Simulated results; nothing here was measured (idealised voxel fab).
process module | voxel ribs on slabs
cross-section cut | 250 nm wide | cells 5 nm
A cross-section is a grid of square cells, given in bands from the top down. A band is one or more rows of cells.
Each band's line starts with the height of the band's top and of its bottom, in nm. Then come its materials from left to right, each with its width in nm. One material with "throughout" fills the band from edge to edge. "air" is empty space.
Height 0 is the level under which the wafer as received is all one material. The lowest band goes on downwards, as in "0 down".
A width such as "30 to 40" changes by the same amount from each row of cells to the next, from the band's top row to its bottom row.
"no change" after a step means that no cell of the cross-section changed.
closed voids: empty space of 8 cells or more with no open way to the top, each as width x height at its distance from the left edge, in nm
after a step's settings: what the simulator itself notes on the step
overlay nm, on a step with a mask: how far to the right of its planned place the mask lay; to the left if negative
plan
1 op RECEIVE | material Si
2 op DIRECTIONAL_DEP | material SiO2 | thk nm 20
3 op DIRECTIONAL_DEP | material SiN | thk nm 20
4 op PATTERN | tone cover | mask id RIB | material resist | width nm 25 | thk nm 20 | overlay nm 0
5 op DIRECTIONAL_ETCH | etch materials SiN | depth nm 10
6 op STRIP | etch materials resist
7 op PATTERN | tone cover | mask id SLAB | material resist | width nm 55 | thk nm 15 | overlay nm 0
8 op DIRECTIONAL_ETCH | etch materials SiN | depth nm 10
9 op STRIP | etch materials resist
10 op FILL_DEP | material SiO2 | thk nm 15
11 op CMP | height nm 50
12 op DIRECTIONAL_DEP | material TiN | thk nm 10
13 op MASKED_ETCH | tone cover | mask id HEATER | width nm 35 | etch materials TiN | depth nm 10 | overlay nm 0
14 op CONFORMAL_DEP | material SiN | thk nm 10
as received, after step 1
  0 down: Si throughout
  closed voids: none
a wafer at the end: this start, this plan, one mistake
  60 to 50: air 105 | TiN 35 | air 110
  50 to 40: SiO2 throughout
  40 to 30: SiO2 110 | SiN 25 | SiO2 115
  30 to 20: SiO2 95 | SiN 55 | SiO2 100
  20 to 0: SiO2 throughout
  0 down: Si throughout
  closed voids: none
what went wrong: step 14 was left out
